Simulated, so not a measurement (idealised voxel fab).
process module | voxel plated lines
cross-section cut | 255 nm wide | cells 5 nm
A cross-section is a grid of square cells, given in bands from the top down. A band is one or more rows of cells.
Each band's line starts with the height of the band's top and of its bottom, in nm. Then come its materials from left to right, each with its width in nm. One material with "throughout" fills the band from edge to edge. "air" is empty space.
Height 0 is the level under which the wafer as received is all one material. The lowest band goes on downwards, as in "0 down".
A width such as "30 to 40" changes by the same amount from each row of cells to the next, from the band's top row to its bottom row.
"no change" after a step means that no cell of the cross-section changed.
closed voids: empty space of 8 cells or more with no open way to the top, each as width x height at its distance from the left edge, in nm
after a step's settings: what the simulator itself notes on the step
overlay nm, on a step with a mask: how far to the right of its planned place the mask lay; to the left if negative
plan
1 op RECEIVE | material Si
2 op CONFORMAL_DEP | material Al2O3 | thk nm 10
3 op DIRECTIONAL_DEP | material TiN | thk nm 5
4 op PATTERN | tone open | mask id LINES | material resist | width nm 20 | pitch nm 50 | thk nm 20 | overlay nm 0
5 op EPI | material Ru | thk nm 5
6 op STRIP | etch materials resist
7 op DIRECTIONAL_ETCH | etch materials TiN | depth nm 5
8 op CONFORMAL_DEP | material SiCN | thk nm 5
as received, after step 1
  0 down: Si throughout
  closed voids: none
a wafer at the end: this start, this plan, one mistake
  20 to 15: SiCN throughout
  15 to 5: Al2O3 throughout
  5 to 0: TiN throughout
  0 down: Si throughout
  closed voids: none
what went wrong: steps 2 and 3 were swapped
